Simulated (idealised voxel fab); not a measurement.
This is a process module. Its name is voxel gate over fins.
FYI the section here is cut, 170 nm wide, cells are 5 nm squares.
Think of the cross-section as a grid of square cells. We describe it in bands, top to bottom, and each band covers one or more rows of those cells.
For a band, the entry starts with two heights in nm, that of the top and then that of the bottom, and carries on with the band's materials in order from left to right, each alongside its width in nm; the word "all across" beside a single material means it fills the band edge to edge, and "air" means empty space.
Basically, 0 is our baseline, since under it the wafer straight out of the box is all one material. The bottom band has no lower end and keeps on going down, so it looks like "0 nm and below".
A width given as "30 to 40" starts at the first number in the band's top row and ends at the second number in its bottom row, shifting by an equal amount at every step from row to row.
Basically "no change" means that step didn't change any cell in the cross-section.
Closed empty spaces (no open way to the top) of 8 cells or more are what "Enclosed void entries" lists, each as width x height at distance from the left edge, nm for all three.
Formally, on a step line, whatever follows the settings is a remark that the simulator itself makes on the step.
The line of a step may include "overlay nm". On a step with a mask, this value is how far to the right of its planned place the mask lay. A negative value means the mask lay to the left.
## The following list gives the planned process steps
step 1: RECEIVE (material Si)
step 2: CONFORMAL_DEP (material SiN; thk nm 10)
step 3: DIRECTIONAL_DEP (material aC; thk nm 15)
step 4: PATTERN (tone cover; mask id FINS; material resist; width nm 15; pitch nm 45; thk nm 30; overlay nm 0)
step 5: DIRECTIONAL_ETCH (etch materials aC; depth nm 15)
step 6: STRIP (etch materials resist)
step 7: DIRECTIONAL_ETCH (etch materials SiN; depth nm 10)
step 8: DIRECTIONAL_ETCH (etch materials Si; depth nm 40)
step 9: STRIP (etch materials aC)
step 10: FILL_DEP (material SiO2; thk nm 10)
step 11: CMP (height nm 10)
step 12: SELECTIVE_ETCH (etch materials SiO2; depth nm 15)
step 13: STRIP (etch materials SiN)
step 14: CONFORMAL_DEP (material HfO2; thk nm 5)
step 15: CONFORMAL_DEP (material TiN; thk nm 5)
step 16: CONFORMAL_DEP (material TiAl; thk nm 5)
step 17: CONFORMAL_DEP (material TiN; thk nm 5)
step 18: FILL_DEP (material W; thk nm 15)
step 19: CMP (height nm 30)
step 20: CONFORMAL_DEP (material SiCN; thk nm 10)
All wafers enter the flow in the same state. The depth nm at step 12 differs from wafer to wafer, and the plan gives the value for the first wafer.
## Sectional view: first of several wafers, as received, after step 1
* 0 nm and below | Si all across
* Enclosed void entries: none
## The first of several wafers, seen in cross-section after the module's last step, step 20
* 40 nm to 30 nm | SiCN all across
* 30 nm to 20 nm | W all across
* 20 nm to 15 nm | W 35 nm, then TiN 100 nm, then W 35 nm
* 15 nm to 10 nm | TiN 40 nm, then TiAl 90 nm, then TiN 40 nm
* 10 nm to 5 nm | TiAl 45 nm, then TiN 35 nm, then TiAl 10 nm, then TiN 35 nm, then TiAl 45 nm
* 5 nm to 0 nm | TiN 50 nm, then HfO2 25 nm, then TiN 20 nm, then HfO2 25 nm, then TiN 50 nm
* 0 nm to -5 nm | HfO2 55 nm, then Si 15 nm, then HfO2 30 nm, then Si 15 nm, then HfO2 55 nm
* -5 nm to -40 nm | SiO2 55 nm, then Si 15 nm, then SiO2 30 nm, then Si 15 nm, then SiO2 55 nm
* -40 nm and below | Si all across
* Enclosed void entries: none
## Wafer cross-section (last wafer, module end)
* 40 nm to 30 nm | SiCN all across
* 30 nm to 20 nm | W all across
* 20 nm to 15 nm | W 35 nm, then TiN 100 nm, then W 35 nm
* 15 nm to 10 nm | W 35 nm, then TiN 5 nm, then TiAl 90 nm, then TiN 5 nm, then W 35 nm
* 10 nm to 5 nm | W 35 nm, then TiN 5 nm, then TiAl 5 nm, then TiN 35 nm, then TiAl 10 nm, then TiN 35 nm, then TiAl 5 nm, then TiN 5 nm, then W 35 nm
* 5 nm to 0 nm | W 35 nm, then TiN 5 nm, then TiAl 5 nm, then TiN 5 nm, then HfO2 25 nm, then TiN 5 nm, then TiAl 10 nm, then TiN 5 nm, then HfO2 25 nm, then TiN 5 nm, then TiAl 5 nm, then TiN 5 nm, then W 35 nm
* 0 nm to -10 nm | W 35 nm, then TiN 5 nm, then TiAl 5 nm, then TiN 5 nm, then HfO2 5 nm, then Si 15 nm, then HfO2 5 nm, then TiN 5 nm, then TiAl 10 nm, then TiN 5 nm, then HfO2 5 nm, then Si 15 nm, then HfO2 5 nm, then TiN 5 nm, then TiAl 5 nm, then TiN 5 nm, then W 35 nm
* -10 nm to -15 nm | TiN 40 nm, then TiAl 5 nm, then TiN 5 nm, then HfO2 5 nm, then Si 15 nm, then HfO2 5 nm, then TiN 5 nm, then TiAl 10 nm, then TiN 5 nm, then HfO2 5 nm, then Si 15 nm, then HfO2 5 nm, then TiN 5 nm, then TiAl 5 nm, then TiN 40 nm
* -15 nm to -20 nm | TiAl 45 nm, then TiN 5 nm, then HfO2 5 nm, then Si 15 nm, then HfO2 5 nm, then TiN 5 nm, then TiAl 10 nm, then TiN 5 nm, then HfO2 5 nm, then Si 15 nm, then HfO2 5 nm, then TiN 5 nm, then TiAl 45 nm
* -20 nm to -25 nm | TiN 50 nm, then HfO2 5 nm, then Si 15 nm, then HfO2 5 nm, then TiN 20 nm, then HfO2 5 nm, then Si 15 nm, then HfO2 5 nm, then TiN 50 nm
* -25 nm to -30 nm | HfO2 55 nm, then Si 15 nm, then HfO2 30 nm, then Si 15 nm, then HfO2 55 nm
* -30 nm to -40 nm | SiO2 55 nm, then Si 15 nm, then SiO2 30 nm, then Si 15 nm, then SiO2 55 nm
* -40 nm and below | Si all across
* Enclosed void entries: none
## The table below has one row for each wafer; a row shows, as of the end of the module, how many cells of each material the wafer has gained, marked (+), or lost, marked (-), since it was received, and then the wafer's closed voids
depth nm 15 | +38 HfO2 | -224 Si | +68 SiCN | +196 SiO2 | +38 TiAl | +74 TiN | +82 W | Enclosed void entries: none
depth nm 20 | +42 HfO2 | -224 Si | +68 SiCN | +168 SiO2 | +42 TiAl | +80 TiN | +96 W | Enclosed void entries: none
depth nm 25 | +46 HfO2 | -224 Si | +68 SiCN | +140 SiO2 | +46 TiAl | +86 TiN | +110 W | Enclosed void entries: none
depth nm 30 | +50 HfO2 | -224 Si | +68 SiCN | +112 SiO2 | +50 TiAl | +92 TiN | +124 W | Enclosed void entries: none
depth nm 35 | +54 HfO2 | -224 Si | +68 SiCN | +84 SiO2 | +54 TiAl | +98 TiN | +138 W | Enclosed void entries: none
depth nm 40 | +58 HfO2 | -224 Si | +68 SiCN | +56 SiO2 | +58 TiAl | +104 TiN | +152 W | Enclosed void entries: none
